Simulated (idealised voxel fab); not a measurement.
voxel wiring stack: a process module
Section shown: cut. Width: 265 nm. Cell size: 5 nm, square.
When this document writes out a cross-section, it uses a grid of square cells and lists it as bands, beginning at the top and moving down, with a band standing for one or more rows of cells. First you get the band's top height and its bottom height, in nm, and then the materials it's made of, left to right, with each width in nm. If you see a single material with "everywhere", that one covers the band edge to edge. "empty" is empty space. The level at which height equals 0 is the one under which the wafer, as it arrives, is entirely one material. No lower edge exists for the bottom band, which continues downward and is notated as in "0..down". The expression "30..40" gives the width at the extremes of the band, the first number at its top row of cells and the second at its bottom row, with the width changing by equal amounts from each row to the next in between. "nothing different" after a step means that no cell of the cross-section changed. Basically, "Completely enclosed voids" tells you about the enclosed voids: empty spaces with no open way to the top, 8 cells or bigger, each written width x height at distance, where distance is from the left edge, all in nm. Heads up: the bit after the settings on a step's line is the simulator's remark on that step. The line of a step may include "overlay nm". On a step with a mask, this value is how far to the right of its planned place the mask lay. A negative value means the mask lay to the left.

-- Below is the list of planned process steps
- 1: RECEIVE: material Si
- 2: CONFORMAL_DEP: material SiO2, thk nm 10
- 3: CONFORMAL_DEP: material SiN, thk nm 5
- 4: DIRECTIONAL_DEP: material SiO2, thk nm 15
- 5: DIRECTIONAL_DEP: material aC, thk nm 10
- 6: PATTERN: tone open, mask id METAL_1, material resist, width nm 20, pitch nm 45, thk nm 25, overlay nm 0
- 7: DIRECTIONAL_ETCH: etch materials aC, depth nm 10
- 8: STRIP: etch materials resist
- 9: DIRECTIONAL_ETCH: etch materials SiO2, depth nm 15
- 10: DIRECTIONAL_ETCH: etch materials SiN, depth nm 5
- 11: STRIP: etch materials aC
- 12: CONFORMAL_DEP: material TiN, thk nm 5
- 13: FILL_DEP: material W, thk nm 10
- 14: CMP: height nm 30
- 15: CONFORMAL_DEP: material SiCN, thk nm 5
- 16: DIRECTIONAL_DEP: material SiO2, thk nm 35
- 17: DIRECTIONAL_DEP: material aC, thk nm 10
- 18: PATTERN: tone open, mask id METAL_2_HOLES, material resist, width nm 15, pitch nm 90, thk nm 30, overlay nm 0
- 19: DIRECTIONAL_ETCH: etch materials aC, depth nm 10
- 20: STRIP: etch materials resist
- 21: DIRECTIONAL_ETCH: etch materials SiO2, depth nm 35
- 22: STRIP: etch materials aC
- 23: MASKED_ETCH: tone open, mask id METAL_2, width nm 20, pitch nm 45, etch materials SiO2, depth nm 20, overlay nm 0
- 24: MASKED_ETCH: tone open, mask id METAL_2, width nm 20, pitch nm 45, etch materials SiCN, depth nm 5, overlay nm 0
- 25: CONFORMAL_DEP: material TiN, thk nm 5
- 26: FILL_DEP: material Cu, thk nm 10
- 27: CMP: height nm 70
- 28: CONFORMAL_DEP: material SiCN, thk nm 5
- 29: DIRECTIONAL_DEP: material lowk, thk nm 25
- 30: PATTERN: tone open, mask id METAL_3, material resist, width nm 20, pitch nm 45, thk nm 20, overlay nm 0
- 31: DIRECTIONAL_ETCH: etch materials lowk, depth nm 15
- 32: STRIP: etch materials resist
- 33: MASKED_ETCH: tone open, mask id METAL_3_HOLES, width nm 15, pitch nm 45, etch materials lowk, depth nm 10, overlay nm 0
- 34: MASKED_ETCH: tone open, mask id METAL_3_HOLES, width nm 15, pitch nm 45, etch materials SiCN, depth nm 5, overlay nm 0
- 35: CONFORMAL_DEP: material TiN, thk nm 5
- 36: FILL_DEP: material Cu, thk nm 10
- 37: CMP: height nm 100
- 38: CONFORMAL_DEP: material SiCN, thk nm 5
- 39: DIRECTIONAL_DEP: material lowk, thk nm 25
- 40: MASKED_ETCH: tone open, mask id METAL_4_HOLES, width nm 15, pitch nm 45, etch materials lowk, depth nm 25, overlay nm 0
- 41: MASKED_ETCH: tone open, mask id METAL_4, width nm 20, pitch nm 45, etch materials lowk, depth nm 15, overlay nm 0
- 42: MASKED_ETCH: tone open, mask id METAL_4, width nm 20, pitch nm 45, etch materials SiCN, depth nm 5, overlay nm 0
- 43: CONFORMAL_DEP: material TiN, thk nm 5
- 44: FILL_DEP: material Ru, thk nm 10
- 45: CMP: height nm 130
- 46: CONFORMAL_DEP: material SiCN, thk nm 5

-- As-received state of the wafer in cross-section, equivalent to post-step 1
* 0..down  Si everywhere
* Completely enclosed voids: none

-- First of two wafers at the end of the module, shown in cross-section; run carried out as planned
* 135..130  SiCN everywhere
* 130..120  lowk=55 | TiN=5 | Ru=10 | TiN=5 | lowk=25 | TiN=5 | Ru=10 | TiN=5 | lowk=25 | TiN=5 | Ru=10 | TiN=5 | lowk=25 | TiN=5 | Ru=10 | TiN=5 | lowk=55
* 120..115  lowk=55 | TiN=5 | Ru=5 | TiN=10 | lowk=25 | TiN=5 | Ru=5 | TiN=10 | lowk=25 | TiN=5 | Ru=5 | TiN=10 | lowk=25 | TiN=5 | Ru=5 | TiN=10 | lowk=55
* 115..105  lowk=55 | TiN=5 | Ru=5 | TiN=5 | lowk=30 | TiN=5 | Ru=5 | TiN=5 | lowk=30 | TiN=5 | Ru=5 | TiN=5 | lowk=30 | TiN=5 | Ru=5 | TiN=5 | lowk=60
* 105..100  SiCN=55 | TiN=15 | SiCN=30 | TiN=15 | SiCN=30 | TiN=15 | SiCN=30 | TiN=15 | SiCN=60
* 100..90  lowk=55 | TiN=5 | Cu=10 | TiN=5 | lowk=25 | TiN=5 | Cu=10 | TiN=5 | lowk=25 | TiN=5 | Cu=10 | TiN=5 | lowk=25 | TiN=5 | Cu=10 | TiN=5 | lowk=55
* 90..85  lowk=55 | TiN=5 | Cu=5 | TiN=10 | lowk=25 | TiN=5 | Cu=5 | TiN=10 | lowk=25 | TiN=5 | Cu=5 | TiN=10 | lowk=25 | TiN=5 | Cu=5 | TiN=10 | lowk=55
* 85..75  lowk=55 | TiN=5 | Cu=5 | TiN=5 | lowk=30 | TiN=5 | Cu=5 | TiN=5 | lowk=30 | TiN=5 | Cu=5 | TiN=5 | lowk=30 | TiN=5 | Cu=5 | TiN=5 | lowk=60
* 75..70  SiCN=55 | TiN=15 | SiCN=30 | TiN=15 | SiCN=30 | TiN=15 | SiCN=30 | TiN=15 | SiCN=60
* 70..55  SiO2=55 | TiN=5 | Cu=10 | TiN=5 | SiO2=25 | TiN=5 | Cu=10 | TiN=5 | SiO2=25 | TiN=5 | Cu=10 | TiN=5 | SiO2=25 | TiN=5 | Cu=10 | TiN=5 | SiO2=55
* 55..50  SiO2=55 | TiN=5 | Cu=5 | TiN=10 | SiO2=25 | TiN=20 | SiO2=25 | TiN=5 | Cu=5 | TiN=10 | SiO2=25 | TiN=20 | SiO2=55
* 50..35  SiO2=55 | TiN=5 | Cu=5 | TiN=5 | SiO2=75 | TiN=5 | Cu=5 | TiN=5 | SiO2=105
* 35..30  SiCN=55 | TiN=15 | SiCN=75 | TiN=15 | SiCN=105
* 30..15  SiO2=55 | TiN=5 | W=10 | TiN=5 | SiO2=25 | TiN=5 | W=10 | TiN=5 | SiO2=25 | TiN=5 | W=10 | TiN=5 | SiO2=25 | TiN=5 | W=10 | TiN=5 | SiO2=55
* 15..10  SiN=55 | TiN=20 | SiN=25 | TiN=20 | SiN=25 | TiN=20 | SiN=25 | TiN=20 | SiN=55
* 10..0  SiO2 everywhere
* 0..down  Si everywhere
* Completely enclosed voids: none

-- Cross-section at end of module for the second wafer of two, which matched the first in starting point and plan and differed by one mistake in its processing
* 135..130  SiCN everywhere
* 130..120  lowk=55 | TiN=5 | Ru=10 | TiN=5 | lowk=25 | TiN=5 | Ru=10 | TiN=5 | lowk=25 | TiN=5 | Ru=10 | TiN=5 | lowk=25 | TiN=5 | Ru=10 | TiN=5 | lowk=55
* 120..115  lowk=55 | TiN=5 | Ru=5 | TiN=10 | lowk=25 | TiN=5 | Ru=5 | TiN=10 | lowk=25 | TiN=5 | Ru=5 | TiN=10 | lowk=25 | TiN=5 | Ru=5 | TiN=10 | lowk=55
* 115..105  lowk=55 | TiN=5 | Ru=5 | TiN=5 | lowk=30 | TiN=5 | Ru=5 | TiN=5 | lowk=30 | TiN=5 | Ru=5 | TiN=5 | lowk=30 | TiN=5 | Ru=5 | TiN=5 | lowk=60
* 105..100  SiCN=55 | TiN=15 | SiCN=30 | TiN=15 | SiCN=30 | TiN=15 | SiCN=30 | TiN=15 | SiCN=60
* 100..90  lowk=55 | TiN=5 | Cu=10 | TiN=5 | lowk=25 | TiN=5 | Cu=10 | TiN=5 | lowk=25 | TiN=5 | Cu=10 | TiN=5 | lowk=25 | TiN=5 | Cu=10 | TiN=5 | lowk=55
* 90..85  lowk=55 | TiN=5 | Cu=5 | TiN=10 | lowk=25 | TiN=5 | Cu=5 | TiN=10 | lowk=25 | TiN=5 | Cu=5 | TiN=10 | lowk=25 | TiN=5 | Cu=5 | TiN=10 | lowk=55
* 85..75  lowk=55 | TiN=5 | Cu=5 | TiN=5 | lowk=30 | TiN=5 | Cu=5 | TiN=5 | lowk=30 | TiN=5 | Cu=5 | TiN=5 | lowk=30 | TiN=5 | Cu=5 | TiN=5 | lowk=60
* 75..65  SiCN=55 | TiN=15..20 | SiCN=30..25 | TiN=15..20 | SiCN=30..25 | TiN=15..20 | SiCN=30..25 | TiN=15..20 | SiCN=60..55
* 65..30  SiO2 everywhere
* 30..15  SiO2=55 | TiN=5 | W=10 | TiN=5 | SiO2=25 | TiN=5 | W=10 | TiN=5 | SiO2=25 | TiN=5 | W=10 | TiN=5 | SiO2=25 | TiN=5 | W=10 | TiN=5 | SiO2=55
* 15..10  SiN=55 | TiN=20 | SiN=25 | TiN=20 | SiN=25 | TiN=20 | SiN=25 | TiN=20 | SiN=55
* 10..0  SiO2 everywhere
* 0..down  Si everywhere
* Completely enclosed voids: none
Nonconformance to the process plan: sequence error: steps 15 and 16 interchanged
Final cells, second wafer relative to first, materials higher or lower: 32 fewer of Cu, 10 fewer of SiCN, 82 more of SiO2, 40 fewer of TiN
